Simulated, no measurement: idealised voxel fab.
process module | voxel spacer lines
cross-section cut | 265 nm wide | cells 5 nm
A cross-section is a grid of square cells, given in bands from the top down. A band is one or more rows of cells.
Each band's line starts with the height of the band's top and of its bottom, in nm. Then come its materials from left to right, each with its width in nm. One material with "throughout" fills the band from edge to edge. "air" is empty space.
Height 0 is the level under which the wafer as received is all one material. The lowest band goes on downwards, as in "0 down".
A width such as "30 to 40" changes by the same amount from each row of cells to the next, from the band's top row to its bottom row.
"no change" after a step means that no cell of the cross-section changed.
closed voids: empty space of 8 cells or more with no open way to the top, each as width x height at its distance from the left edge, in nm
after a step's settings: what the simulator itself notes on the step
overlay nm, on a step with a mask: how far to the right of its planned place the mask lay; to the left if negative
plan
1 op RECEIVE | material Si
2 op CONFORMAL_DEP | material SiO2 | thk nm 10
3 op DIRECTIONAL_DEP | material polySi | thk nm 20
4 op DIRECTIONAL_DEP | material aC | thk nm 20
5 op PATTERN | tone cover | mask id MANDREL | material resist | width nm 20 | pitch nm 60 | thk nm 30 | overlay nm 0
6 op DIRECTIONAL_ETCH | etch materials aC | depth nm 20
7 op STRIP | etch materials resist
8 op CONFORMAL_DEP | material SiN | thk nm 10
9 op DIRECTIONAL_ETCH | etch materials SiN | depth nm 10
10 op STRIP | etch materials aC
11 op DIRECTIONAL_ETCH | etch materials polySi | depth nm 20
12 op STRIP | etch materials SiN
13 op FILL_DEP | material SiO2 | thk nm 5
14 op CMP | height nm 30
as received, after step 1
  0 down: Si throughout
  closed voids: none
first wafer at the end, as planned
  30 to 10: SiO2 50 | polySi 10 | SiO2 20 | polySi 10 | SiO2 20 | polySi 10 | SiO2 20 | polySi 10 | SiO2 20 | polySi 10 | SiO2 20 | polySi 10 | SiO2 55
  10 to 0: SiO2 throughout
  0 down: Si throughout
  closed voids: none
second wafer at the end: like start, like plan, one mistake
  30 to 10: SiO2 60 | polySi 10 | SiO2 20 | polySi 10 | SiO2 20 | polySi 10 | SiO2 20 | polySi 10 | SiO2 20 | polySi 10 | SiO2 20 | polySi 10 | SiO2 45
  10 to 0: SiO2 throughout
  0 down: Si throughout
  closed voids: none
what went wrong: step 5 ran as: op PATTERN | tone cover | mask id MANDREL | material resist | width nm 20 | pitch nm 60 | thk nm 30 | overlay nm 10
at the end the second wafer has, in cells: as many of each material as the first, in other places
